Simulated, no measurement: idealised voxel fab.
process module | voxel capacitor over wiring
cross-section cut | 270 nm wide | cells 5 nm
A cross-section is a grid of square cells, given in bands from the top down. A band is one or more rows of cells.
Each band's line starts with the height of the band's top and of its bottom, in nm. Then come its materials from left to right, each with its width in nm. One material with "throughout" fills the band from edge to edge. "air" is empty space.
Height 0 is the level under which the wafer as received is all one material. The lowest band goes on downwards, as in "0 down".
A width such as "30 to 40" changes by the same amount from each row of cells to the next, from the band's top row to its bottom row.
"no change" after a step means that no cell of the cross-section changed.
closed voids: empty space of 8 cells or more with no open way to the top, each as width x height at its distance from the left edge, in nm
after a step's settings: what the simulator itself notes on the step
overlay nm, on a step with a mask: how far to the right of its planned place the mask lay; to the left if negative
plan
1 op RECEIVE | material Si
2 op CONFORMAL_DEP | material SiO2 | thk nm 10
3 op DIRECTIONAL_DEP | material TiN | thk nm 5
4 op DIRECTIONAL_DEP | material W | thk nm 15
5 op MASKED_ETCH | tone cover | mask id METAL_1 | width nm 25 | pitch nm 95 | etch materials W | depth nm 15 | overlay nm 0
6 op MASKED_ETCH | tone cover | mask id METAL_1 | width nm 25 | pitch nm 95 | etch materials TiN | depth nm 5 | overlay nm 0
7 op CONFORMAL_DEP | material SiCN | thk nm 5
8 op FILL_DEP | material lowk | thk nm 10
9 op CMP | height nm 30
10 op CONFORMAL_DEP | material SiCN | thk nm 5
11 op DIRECTIONAL_DEP | material SiO2 | thk nm 10
12 op DIRECTIONAL_DEP | material aC | thk nm 15
13 op PATTERN | tone open | mask id PLUG_1 | material resist | width nm 15 | thk nm 30 | overlay nm 0
14 op DIRECTIONAL_ETCH | etch materials aC | depth nm 15
15 op STRIP | etch materials resist
16 op DIRECTIONAL_ETCH | etch materials SiO2 | depth nm 10
17 op DIRECTIONAL_ETCH | etch materials SiCN | depth nm 5
18 op STRIP | etch materials aC
19 op EPI | material Ru | thk nm 10
20 op EPI | material Ru | thk nm 5
21 op DIRECTIONAL_DEP | material TiN | thk nm 10
22 op DIRECTIONAL_DEP | material HfO2 | thk nm 5
23 op DIRECTIONAL_DEP | material TiN | thk nm 5
24 op MASKED_ETCH | tone cover | mask id UPPER_PLATE | width nm 75 | etch materials TiN | depth nm 5 | overlay nm 0
25 op MASKED_ETCH | tone cover | mask id UPPER_PLATE | width nm 75 | etch materials HfO2 | depth nm 5 | overlay nm 0
26 op DIRECTIONAL_DEP | material aC | thk nm 10
27 op PATTERN | tone cover | mask id LOWER_PLATE | material resist | width nm 85 | thk nm 25 | overlay nm 0
28 op DIRECTIONAL_ETCH | etch materials aC | depth nm 10
29 op STRIP | etch materials resist
30 op DIRECTIONAL_ETCH | etch materials TiN | depth nm 10
31 op STRIP | etch materials aC
32 op FILL_DEP | material SiO2 | thk nm 20
33 op CMP | height nm 80
34 op PATTERN | tone open | mask id PLUG_2 | material resist | width nm 15 | thk nm 20 | overlay nm 0
35 op DIRECTIONAL_ETCH | etch materials SiO2 | depth nm 15
36 op STRIP | etch materials resist
37 op CONFORMAL_DEP | material TiN | thk nm 5
38 op FILL_DEP | material W | thk nm 10
39 op CMP | height nm 80
40 op CONFORMAL_DEP | material SiN | thk nm 5
first wafer, as planned
as received, after step 1
  0 down: Si throughout
  closed voids: none
after step 2
  10 to 0: SiO2 throughout
  below 0: unchanged
after step 3
  15 to 10: TiN throughout
  below 10: unchanged
after step 4
  30 to 15: W throughout
  below 15: unchanged
after step 5
  30 to 15: air 75 | W 25 | air 70 | W 25 | air 75
  below 15: unchanged
after step 6
  30 to 15: air 75 | W 25 | air 70 | W 25 | air 75
  15 to 10: air 75 | TiN 25 | air 70 | TiN 25 | air 75
  below 10: unchanged
after step 7
  35 to 30: air 70 | SiCN 35 | air 60 | SiCN 35 | air 70
  30 to 15: air 70 | SiCN 5 | W 25 | SiCN 5 | air 60 | SiCN 5 | W 25 | SiCN 5 | air 70
  15 to 10: SiCN 75 | TiN 25 | SiCN 70 | TiN 25 | SiCN 75
  below 10: unchanged
after step 8
  45 to 35: lowk throughout
  35 to 30: lowk 70 | SiCN 35 | lowk 60 | SiCN 35 | lowk 70
  30 to 15: lowk 70 | SiCN 5 | W 25 | SiCN 5 | lowk 60 | SiCN 5 | W 25 | SiCN 5 | lowk 70
  below 15: unchanged
after step 9
  30 to 15: lowk 70 | SiCN 5 | W 25 | SiCN 5 | lowk 60 | SiCN 5 | W 25 | SiCN 5 | lowk 70
  below 15: unchanged
after step 10
  35 to 30: SiCN throughout
  below 30: unchanged
after step 11
  45 to 35: SiO2 throughout
  below 35: unchanged
after step 12
  60 to 45: aC throughout
  below 45: unchanged
after step 13
  90 to 60: resist 85 | air 15 | resist 170
  below 60: unchanged
after step 14
  75 to 60: resist 85 | air 15 | resist 170
  60 to 45: aC 85 | air 15 | aC 170
  below 45: unchanged
after step 15
  60 to 45: aC 85 | air 15 | aC 170
  below 45: unchanged
after step 16
  60 to 45: aC 85 | air 15 | aC 170
  45 to 35: SiO2 85 | air 15 | SiO2 170
  below 35: unchanged
after step 17
  60 to 45: aC 85 | air 15 | aC 170
  45 to 35: SiO2 85 | air 15 | SiO2 170
  35 to 30: SiCN 85 | air 15 | SiCN 170
  below 30: unchanged
after step 18
  45 to 35: SiO2 85 | air 15 | SiO2 170
  below 35: unchanged
after step 19
  45 to 40: SiO2 85 | air 15 | SiO2 170
  40 to 35: SiO2 85 | Ru 15 | SiO2 170
  35 to 30: SiCN 85 | Ru 15 | SiCN 170
  below 30: unchanged
after step 20
  45 to 35: SiO2 85 | Ru 15 | SiO2 170
  below 35: unchanged
after step 21
  55 to 45: TiN throughout
  below 45: unchanged
after step 22
  60 to 55: HfO2 throughout
  below 55: unchanged
after step 23
  65 to 60: TiN throughout
  below 60: unchanged
after step 24
  65 to 60: air 85 | TiN 75 | air 110
  below 60: unchanged
after step 25
  65 to 60: air 85 | TiN 75 | air 110
  60 to 55: air 85 | HfO2 75 | air 110
  below 55: unchanged
after step 26
  75 to 65: air 85 | aC 75 | air 110
  65 to 60: aC 85 | TiN 75 | aC 110
  60 to 55: aC 85 | HfO2 75 | aC 110
  below 55: unchanged
after step 27
  100 to 75: air 80 | resist 85 | air 105
  75 to 65: air 80 | resist 5 | aC 75 | resist 5 | air 105
  below 65: unchanged
after step 28
  90 to 75: air 80 | resist 85 | air 105
  75 to 65: air 80 | resist 5 | aC 75 | resist 5 | air 105
  65 to 60: air 80 | aC 5 | TiN 75 | aC 5 | air 105
  60 to 55: air 80 | aC 5 | HfO2 75 | aC 5 | air 105
  below 55: unchanged
after step 29
  75 to 65: air 85 | aC 75 | air 110
  below 65: unchanged
after step 30
  75 to 65: air 85 | aC 75 | air 110
  65 to 60: air 80 | aC 5 | TiN 75 | aC 5 | air 105
  60 to 55: air 80 | aC 5 | HfO2 75 | aC 5 | air 105
  55 to 45: air 80 | TiN 85 | air 105
  below 45: unchanged
after step 31
  65 to 60: air 85 | TiN 75 | air 110
  60 to 55: air 85 | HfO2 75 | air 110
  below 55: unchanged
after step 32
  85 to 65: SiO2 throughout
  65 to 60: SiO2 85 | TiN 75 | SiO2 110
  60 to 55: SiO2 85 | HfO2 75 | SiO2 110
  55 to 45: SiO2 80 | TiN 85 | SiO2 105
  below 45: unchanged
after step 33
  80 to 65: SiO2 throughout
  below 65: unchanged
after step 34
  100 to 80: resist 95 | air 15 | resist 160
  below 80: unchanged
after step 35
  100 to 80: resist 95 | air 15 | resist 160
  80 to 65: SiO2 95 | air 15 | SiO2 160
  below 65: unchanged
after step 36
  80 to 65: SiO2 95 | air 15 | SiO2 160
  below 65: unchanged
after step 37
  85 to 80: TiN 100 | air 5 | TiN 165
  80 to 70: SiO2 95 | TiN 5 | air 5 | TiN 5 | SiO2 160
  70 to 60: SiO2 95 to 85 | TiN 15 to 75 | SiO2 160 to 110
  below 60: unchanged
after step 38
  95 to 85: W throughout
  85 to 80: TiN 100 | W 5 | TiN 165
  80 to 70: SiO2 95 | TiN 5 | W 5 | TiN 5 | SiO2 160
  below 70: unchanged
after step 39
  80 to 70: SiO2 95 | TiN 5 | W 5 | TiN 5 | SiO2 160
  below 70: unchanged
after step 40
  85 to 80: SiN throughout
  below 80: unchanged
second wafer: like start, like plan, one mistake. Through step 12 it matches the first wafer
when step 13 should have ended
  90 to 60: air 85 | resist 15 | air 170
  below 60: unchanged
when step 14 should have ended
  75 to 60: air 85 | resist 15 | air 170
  60 to 45: air 85 | aC 15 | air 170
  below 45: unchanged
when step 15 should have ended
  60 to 45: air 85 | aC 15 | air 170
  below 45: unchanged
when step 16 should have ended
  60 to 45: air 85 | aC 15 | air 170
  45 to 35: air 85 | SiO2 15 | air 170
  below 35: unchanged
when step 17 should have ended
  60 to 45: air 85 | aC 15 | air 170
  45 to 35: air 85 | SiO2 15 | air 170
  35 to 30: air 85 | SiCN 15 | air 170
  below 30: unchanged
when step 18 should have ended
  45 to 35: air 85 | SiO2 15 | air 170
  below 35: unchanged
when step 19 should have ended
  45 to 40: air 85 | SiO2 15 | air 170
  40 to 35: air 65 | Ru 20 | SiO2 15 | air 60 | Ru 45 | air 65
  35 to 30: air 65 | Ru 20 | SiCN 15 | air 60 | Ru 45 | air 65
  below 30: unchanged
when step 20 should have ended
  45 to 35: air 60 | Ru 25 | SiO2 15 | air 55 | Ru 55 | air 60
  35 to 30: air 60 | Ru 25 | SiCN 15 | air 55 | Ru 55 | air 60
  below 30: unchanged
when step 21 should have ended
  55 to 45: air 60 | TiN 40 | air 55 | TiN 55 | air 60
  45 to 40: air 60 | Ru 25 | SiO2 15 | air 55 | Ru 55 | air 60
  40 to 35: TiN 60 | Ru 25 | SiO2 15 | TiN 55 | Ru 55 | TiN 60
  35 to 30: TiN 60 | Ru 25 | SiCN 15 | TiN 55 | Ru 55 | TiN 60
  below 30: unchanged
when step 22 should have ended
  60 to 55: air 60 | HfO2 40 | air 55 | HfO2 55 | air 60
  55 to 45: air 60 | TiN 40 | air 55 | TiN 55 | air 60
  45 to 40: HfO2 60 | Ru 25 | SiO2 15 | HfO2 55 | Ru 55 | HfO2 60
  below 40: unchanged
when step 23 should have ended
  65 to 60: air 60 | TiN 40 | air 55 | TiN 55 | air 60
  60 to 55: air 60 | HfO2 40 | air 55 | HfO2 55 | air 60
  55 to 50: air 60 | TiN 40 | air 55 | TiN 55 | air 60
  50 to 45: TiN throughout
  below 45: unchanged
when step 24 should have ended
  65 to 60: air 85 | TiN 15 | air 55 | TiN 5 | air 110
  60 to 55: air 60 | HfO2 40 | air 55 | HfO2 55 | air 60
  55 to 50: air 60 | TiN 40 | air 55 | TiN 55 | air 60
  50 to 45: air 60 | TiN 150 | air 60
  below 45: unchanged
when step 25 should have ended
  65 to 60: air 85 | TiN 15 | air 55 | TiN 5 | air 110
  60 to 55: air 85 | HfO2 15 | air 55 | HfO2 5 | air 110
  55 to 50: air 60 | TiN 40 | air 55 | TiN 55 | air 60
  50 to 45: air 60 | TiN 150 | air 60
  45 to 40: air 60 | Ru 25 | SiO2 15 | HfO2 55 | Ru 55 | air 60
  below 40: unchanged
when step 26 should have ended
  75 to 65: air 85 | aC 15 | air 55 | aC 5 | air 110
  65 to 60: air 60 | aC 25 | TiN 15 | air 55 | TiN 5 | aC 50 | air 60
  60 to 55: air 60 | aC 25 | HfO2 15 | aC 55 | HfO2 5 | aC 50 | air 60
  55 to 50: air 60 | TiN 40 | aC 55 | TiN 55 | air 60
  50 to 45: aC 60 | TiN 150 | aC 60
  45 to 40: aC 60 | Ru 25 | SiO2 15 | HfO2 55 | Ru 55 | aC 60
  below 40: unchanged
when step 27 should have ended
  100 to 75: air 80 | resist 85 | air 105
  75 to 65: air 80 | resist 5 | aC 15 | resist 55 | aC 5 | resist 5 | air 105
  65 to 60: air 60 | aC 25 | TiN 15 | resist 55 | TiN 5 | aC 50 | air 60
  below 60: unchanged
when step 28 should have ended
  90 to 75: air 80 | resist 85 | air 105
  75 to 65: air 80 | resist 5 | aC 15 | resist 55 | aC 5 | resist 5 | air 105
  65 to 60: air 80 | aC 5 | TiN 15 | resist 55 | TiN 5 | aC 5 | air 105
  60 to 55: air 80 | aC 5 | HfO2 15 | aC 55 | HfO2 5 | aC 5 | air 105
  55 to 50: air 60 | TiN 40 | aC 55 | TiN 55 | air 60
  50 to 45: air 60 | TiN 150 | air 60
  45 to 40: air 60 | Ru 25 | SiO2 15 | HfO2 55 | Ru 55 | air 60
  below 40: unchanged
when step 29 should have ended
  75 to 65: air 85 | aC 15 | air 55 | aC 5 | air 110
  65 to 60: air 80 | aC 5 | TiN 15 | air 55 | TiN 5 | aC 5 | air 105
  below 60: unchanged
when step 30 should have ended
  75 to 65: air 85 | aC 15 | air 55 | aC 5 | air 110
  65 to 60: air 80 | aC 5 | TiN 15 | air 55 | TiN 5 | aC 5 | air 105
  60 to 55: air 80 | aC 5 | HfO2 15 | aC 55 | HfO2 5 | aC 5 | air 105
  55 to 50: air 80 | TiN 20 | aC 55 | TiN 10 | air 105
  50 to 45: air 80 | TiN 85 | air 105
  45 to 40: air 60 | Ru 25 | SiO2 15 | HfO2 55 | Ru 55 | air 60
  40 to 35: air 60 | Ru 25 | SiO2 15 | TiN 55 | Ru 55 | air 60
  35 to 30: air 60 | Ru 25 | SiCN 15 | TiN 55 | Ru 55 | air 60
  below 30: unchanged
when step 31 should have ended
  65 to 60: air 85 | TiN 15 | air 55 | TiN 5 | air 110
  60 to 55: air 85 | HfO2 15 | air 55 | HfO2 5 | air 110
  55 to 50: air 80 | TiN 20 | air 55 | TiN 10 | air 105
  below 50: unchanged
when step 32 should have ended
  85 to 65: SiO2 throughout
  65 to 60: SiO2 85 | TiN 15 | SiO2 55 | TiN 5 | SiO2 110
  60 to 55: SiO2 85 | HfO2 15 | SiO2 55 | HfO2 5 | SiO2 110
  55 to 50: SiO2 80 | TiN 20 | SiO2 55 | TiN 10 | SiO2 105
  50 to 45: SiO2 80 | TiN 85 | SiO2 105
  45 to 40: SiO2 60 | Ru 25 | SiO2 15 | HfO2 55 | Ru 55 | SiO2 60
  40 to 35: SiO2 60 | Ru 25 | SiO2 15 | TiN 55 | Ru 55 | SiO2 60
  35 to 30: SiO2 60 | Ru 25 | SiCN 15 | TiN 55 | Ru 55 | SiO2 60
  below 30: unchanged
when step 33 should have ended
  80 to 65: SiO2 throughout
  below 65: unchanged
when step 34 should have ended
  100 to 80: resist 95 | air 15 | resist 160
  below 80: unchanged
when step 35 should have ended
  100 to 80: resist 95 | air 15 | resist 160
  80 to 65: SiO2 95 | air 15 | SiO2 160
  below 65: unchanged
when step 36 should have ended
  80 to 65: SiO2 95 | air 15 | SiO2 160
  below 65: unchanged
when step 37 should have ended
  85 to 80: TiN 100 | air 5 | TiN 165
  80 to 70: SiO2 95 | TiN 5 | air 5 | TiN 5 | SiO2 160
  70 to 65: SiO2 95 | TiN 15 | SiO2 160
  below 65: unchanged
when step 38 should have ended
  95 to 85: W throughout
  85 to 80: TiN 100 | W 5 | TiN 165
  80 to 70: SiO2 95 | TiN 5 | W 5 | TiN 5 | SiO2 160
  below 70: unchanged
when step 39 should have ended
  80 to 70: SiO2 95 | TiN 5 | W 5 | TiN 5 | SiO2 160
  below 70: unchanged
when step 40 should have ended
  85 to 80: SiN throughout
  below 80: unchanged
what went wrong: step 13 ran as: op PATTERN | tone cover | mask id PLUG_1 | material resist | width nm 15 | thk nm 30 | overlay nm 0
at the end the second wafer has, in cells: 39 more of Ru | 48 fewer of SiCN | 9 more of SiO2
